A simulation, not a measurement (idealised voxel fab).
A process module follows: voxel plated lines.
Displayed cross-section: cut, width of 190 nm, square cells sized 5 nm.
For the purposes of this document, a cross-section shall be understood as a grid of square cells, specified as bands listed in top-to-bottom order, each band consisting of one or more rows of cells.
Heads up on the band format: heights come first, top then bottom, in nm. After that it's the materials left to right, each with its width in nm. A single material flagged "throughout" fills the whole band edge to edge, and "blank" means there's empty space there.
Note: height 0 marks the level under which the wafer is uniformly one material as received. Lowest band unbounded below, written "0 nm and below".
Width: "30->40" (first number = top row, second number = bottom row, same change from row to row of cells).
For the purposes of this document, the phrase "changes: none" attached to a step denotes that no cell within the cross-section was modified by that step.
Reported under the label "Enclosed internal voids" are the empty spaces having no open way to the top and comprising 8 cells or more; the notation for each is width x height at distance, in which the distance is measured from the left edge and all three values are in nm.
It should be noted that, on the line of a given step, the content following the step's settings is a remark produced by the simulator itself with respect to that step.
You can add "overlay nm" to a step's line. For a step with a mask, it describes how far the mask lay to the right of its planned position, and a negative number describes a lay to the left.

# Process steps - plan
1) RECEIVE: material Si
2) CONFORMAL_DEP: material Al2O3, thk nm 15
3) DIRECTIONAL_DEP: material TiN, thk nm 5
4) PATTERN: tone open, mask id LINES, material resist, width nm 20, pitch nm 40, thk nm 15, overlay nm 0
5) EPI: material Ru, thk nm 10
6) STRIP: etch materials resist
7) DIRECTIONAL_ETCH: etch materials TiN, depth nm 5
8) CONFORMAL_DEP: material SiCN, thk nm 5

# As-received state of the wafer in cross-section, equivalent to post-step 1
> 0 nm and below | Si throughout
> Enclosed internal voids: none

# Module complete - cross-section of the first of two wafers, run according to plan
> 35 nm to 30 nm | blank 40, SiCN 30, blank 10, SiCN 30, blank 10, SiCN 30, blank 40
> 30 nm to 20 nm | blank 40, SiCN 5, Ru 20, SiCN 5, blank 10, SiCN 5, Ru 20, SiCN 5, blank 10, SiCN 5, Ru 20, SiCN 5, blank 40
> 20 nm to 15 nm | SiCN 45, TiN 20, SiCN 20, TiN 20, SiCN 20, TiN 20, SiCN 45
> 15 nm to 0 nm | Al2O3 throughout
> 0 nm and below | Si throughout
> Enclosed internal voids: none

# Cross-sectional view: second of two wafers, end of module; start and plan identical to the first, one mistake in running
> 35 nm to 30 nm | blank 35, SiCN 120, blank 35
> 30 nm to 20 nm | blank 35, SiCN 5->10, Ru 30->20, SiCN 10->20, Ru 30->20, SiCN 10->20, Ru 30->20, SiCN 5->10, blank 35
> 20 nm to 15 nm | SiCN 40, TiN 30, SiCN 10, TiN 30, SiCN 10, TiN 30, SiCN 40
> 15 nm to 0 nm | Al2O3 throughout
> 0 nm and below | Si throughout
> Enclosed internal voids: none
Plan not followed: step 4 did not happen as planned, as run it was PATTERN: tone open, mask id LINES, material resist, width nm 20, pitch nm 40, thk nm 5, overlay nm 0
End check, counted in cells, second wafer has more or fewer of these materials than the first: Ru +6 | SiCN +6 | TiN +6
